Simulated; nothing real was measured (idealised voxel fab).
process module | voxel lift off
cross-section cut | 210 nm wide | cells 5 nm
A cross-section is a grid of square cells, given in bands from the top down. A band is one or more rows of cells.
Each band's line starts with the height of the band's top and of its bottom, in nm. Then come its materials from left to right, each with its width in nm. One material with "throughout" fills the band from edge to edge. "air" is empty space.
Height 0 is the level under which the wafer as received is all one material. The lowest band goes on downwards, as in "0 down".
A width such as "30 to 40" changes by the same amount from each row of cells to the next, from the band's top row to its bottom row.
"no change" after a step means that no cell of the cross-section changed.
closed voids: empty space of 8 cells or more with no open way to the top, each as width x height at its distance from the left edge, in nm
after a step's settings: what the simulator itself notes on the step
overlay nm, on a step with a mask: how far to the right of its planned place the mask lay; to the left if negative
plan
1 op RECEIVE | material Si
2 op CONFORMAL_DEP | material Al2O3 | thk nm 15
3 op PATTERN | tone open | mask id LINES | material resist | width nm 30 | pitch nm 50 | thk nm 30 | overlay nm -15
4 op DIRECTIONAL_DEP | material Ru | thk nm 15
5 op STRIP | etch materials resist
6 op CONFORMAL_DEP | material SiO2 | thk nm 10
varied across the wafers: overlay nm of step 3. The plan shows the first wafer's value. All wafers start alike
first wafer as received, after step 1
  0 down: Si throughout
  closed voids: none
each wafer at the end: cells of each material gained (+) or lost (-) since it was received, then its closed voids
overlay nm -15 | +126 Al2O3 | +54 Ru | +120 SiO2 | closed voids: none
overlay nm -10 | +126 Al2O3 | +54 Ru | +120 SiO2 | closed voids: none
overlay nm -5 | +126 Al2O3 | +54 Ru | +120 SiO2 | closed voids: none
overlay nm 0 | +126 Al2O3 | +54 Ru | +120 SiO2 | closed voids: none
overlay nm 5 | +126 Al2O3 | +54 Ru | +120 SiO2 | closed voids: none
overlay nm 10 | +126 Al2O3 | +54 Ru | +120 SiO2 | closed voids: none
overlay nm 15 | +126 Al2O3 | +54 Ru | +120 SiO2 | closed voids: none
